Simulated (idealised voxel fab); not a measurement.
voxel wiring stack: a process module
Square cell edge 5 nm, section width 150 nm, ID cut.
In this document a cross-section is written as a grid of square cells. It is given as a series of bands, listed from the top down, and a band is one or more rows of cells.
Basically the band line says how high the top is and how high the bottom is, in nm, and then what's in it from left to right, every material with its width in nm. Empty space shows up as "blank", and if a single material carries "everywhere" it runs the full band edge to edge.
Beneath 0, the wafer as received is one material, and that level is where height counting begins. The lowest band goes on downward without a bottom; it is written like "z 0 and below".
When a width is written as two numbers, as in "30 to 40", the first number is the width in the top row of cells of the band and the second is the width in its bottom row, and the width changes by the same amount from each row to the next.
Step note "nothing was modified" = no cross-section cell changed.
The label "Sealed void list" introduces a list of the empty spaces, 8 cells or larger, that have no open way up to the top; each entry in it reads width x height at distance, where the distance is taken from the left edge and all three are stated in nm.
after a step's settings: what the simulator itself notes on the step
For masked steps, "overlay nm" on the step line gives how far right of plan the mask actually lay; a minus sign means it lay to the left.
### The planned process steps are enumerated hereunder
- 1: RECEIVE with material Si
- 2: CONFORMAL_DEP with material SiO2, thk nm 15
- 3: CONFORMAL_DEP with material SiCN, thk nm 5
- 4: DIRECTIONAL_DEP with material SiO2, thk nm 15
- 5: DIRECTIONAL_DEP with material aC, thk nm 10
- 6: PATTERN with tone open, mask id METAL_1, material resist, width nm 25, pitch nm 40, thk nm 25, overlay nm 0
- 7: DIRECTIONAL_ETCH with etch materials aC, depth nm 10
- 8: STRIP with etch materials resist
- 9: DIRECTIONAL_ETCH with etch materials SiO2, depth nm 15
- 10: DIRECTIONAL_ETCH with etch materials SiCN, depth nm 5
- 11: STRIP with etch materials aC
- 12: CONFORMAL_DEP with material TiN, thk nm 5
- 13: FILL_DEP with material Cu, thk nm 5
- 14: CMP with height nm 35
- 15: CONFORMAL_DEP with material SiCN, thk nm 5
- 16: DIRECTIONAL_DEP with material lowk, thk nm 30
- 17: DIRECTIONAL_DEP with material aC, thk nm 15
- 18: PATTERN with tone open, mask id METAL_2, material resist, width nm 25, pitch nm 40, thk nm 30, overlay nm 0
- 19: DIRECTIONAL_ETCH with etch materials aC, depth nm 15
- 20: STRIP with etch materials resist
- 21: DIRECTIONAL_ETCH with etch materials lowk, depth nm 15
- 22: STRIP with etch materials aC
- 23: MASKED_ETCH with tone open, mask id METAL_2_HOLES, width nm 15, pitch nm 80, etch materials lowk, depth nm 15, overlay nm 0
- 24: MASKED_ETCH with tone open, mask id METAL_2_HOLES, width nm 15, pitch nm 80, etch materials SiCN, depth nm 5, overlay nm 0
- 25: CONFORMAL_DEP with material TiN, thk nm 5
- 26: FILL_DEP with material Ru, thk nm 10
- 27: CMP with height nm 70
- 28: CONFORMAL_DEP with material SiN, thk nm 5
### Cross-section of the wafer as it came to us, i.e., already through step 1
> z 0 and below = Si everywhere
> Sealed void list: none
### First of two wafers at the end of the module, shown in cross-section; run carried out as planned
> z 75 to 70 = SiN everywhere
> z 70 to 60 = lowk 20 / TiN 5 / Ru 15 / TiN 5 / lowk 15 / TiN 5 / Ru 15 / TiN 5 / lowk 15 / TiN 5 / Ru 15 / TiN 5 / lowk 25
> z 60 to 55 = lowk 20 / TiN 5 / Ru 5 / TiN 15 / lowk 15 / TiN 25 / lowk 15 / TiN 5 / Ru 5 / TiN 15 / lowk 25
> z 55 to 40 = lowk 20 / TiN 5 / Ru 5 / TiN 5 / lowk 65 / TiN 5 / Ru 5 / TiN 5 / lowk 35
> z 40 to 35 = SiCN 20 / TiN 15 / SiCN 65 / TiN 15 / SiCN 35
> z 35 to 20 = SiO2 20 / TiN 5 / Cu 15 / TiN 5 / SiO2 15 / TiN 5 / Cu 15 / TiN 5 / SiO2 15 / TiN 5 / Cu 15 / TiN 5 / SiO2 25
> z 20 to 15 = SiCN 20 / TiN 25 / SiCN 15 / TiN 25 / SiCN 15 / TiN 25 / SiCN 25
> z 15 to 0 = SiO2 everywhere
> z 0 and below = Si everywhere
> Sealed void list: none
### Wafer two cross-section, module end. Start and plan unchanged from wafer one; one mistake made during the run
> z 75 to 70 = SiN everywhere
> z 70 to 60 = lowk 20 / TiN 5 / Ru 10 / TiN 5 / lowk 25 / TiN 5 / Ru 5 / TiN 5 / lowk 20 / TiN 5 / Ru 10 / TiN 5 / lowk 30
> z 60 to 55 = lowk 20 / TiN 20 / lowk 25 / TiN 15 / lowk 20 / TiN 20 / lowk 30
> z 55 to 40 = lowk 25 / TiN 10 / lowk 70 / TiN 10 / lowk 35
> z 40 to 35 = SiCN 25 / TiN 10 / SiCN 70 / TiN 10 / SiCN 35
> z 35 to 20 = SiO2 20 / TiN 5 / Cu 15 / TiN 5 / SiO2 15 / TiN 5 / Cu 15 / TiN 5 / SiO2 15 / TiN 5 / Cu 15 / TiN 5 / SiO2 25
> z 20 to 15 = SiCN 20 / TiN 25 / SiCN 15 / TiN 25 / SiCN 15 / TiN 25 / SiCN 25
> z 15 to 0 = SiO2 everywhere
> z 0 and below = Si everywhere
> Sealed void list: none
Where did the run depart from the plan? contrary to plan, step 18 was performed as PATTERN with tone open, mask id METAL_2, material resist, width nm 15, pitch nm 40, thk nm 30, overlay nm 0
Per the end-of-run cell counts, the second wafer holds more or fewer of some materials than the first: Ru: 16 fewer, SiCN: 2 more, TiN: 4 fewer, lowk: 18 more
